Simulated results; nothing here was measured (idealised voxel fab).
voxel lift off: a process module
Section shown: cut. Width: 210 nm. Cell size: 5 nm, square.
Square cells in a grid make up a cross-section in this document, and the grid is given as bands, listed from the top down, each one or more rows of cells. Within each band entry, the heights of the top and of the bottom of the band appear first, in that order and in nm; the materials of the band then follow from left to right, each with its corresponding width in nm. The designation "edge to edge" on a single material indicates that it fills the band from edge to edge; the designation "air" indicates empty space. Zero point of the height axis is 0; under it, received wafer = one material. Lowest band: continues down indefinitely, "from 0 down". Width "30 to 40": first value at the band's top row of cells, second value at its bottom row, equal change from row to row. The cross-section has no changed cell in any step marked "remained unchanged". "Fully sealed cavities" specifies each empty space that is not open to the top and that occupies no fewer than 8 cells, using the form width x height at distance, the distance measured from the left edge and all three quantities in nm. Step line, after settings: the simulator's comment on this step. overlay nm: how far to the right of its planned place the mask lay on this masked step (negative: to the left).

## The steps planned for the process are as follows
1. RECEIVE | material Si
2. CONFORMAL_DEP | material SiO2 | thk nm 5
3. PATTERN | tone open | mask id LINES | material resist | width nm 20 | pitch nm 35 | thk nm 20 | overlay nm 0
4. DIRECTIONAL_DEP | material Ru | thk nm 5
5. STRIP | etch materials resist
6. CONFORMAL_DEP | material SiCN | thk nm 10

## Step 1 complete: cross-section of the wafer as received
	from 0 down  Si edge to edge
	Fully sealed cavities: none

## This is how the wafer looks in cross-section once the module is done, given the starting state and plan above and one mistake in carrying the plan out
	from 20 to 15  air=60, SiCN=110, air=40
	from 15 to 10  SiCN edge to edge
	from 10 to 5  SiCN=70, Ru=20, SiCN=15, Ru=20, SiCN=15, Ru=20, SiCN=50
	from 5 to 0  SiO2 edge to edge
	from 0 down  Si edge to edge
	Fully sealed cavities: none
Heads up, the wafer didn't run the way we planned it: step 3 was run on a setting that differed from the plan, and what really ran there is PATTERN | tone open | mask id LINES | material resist | width nm 20 | pitch nm 35 | thk nm 20 | overlay nm 10
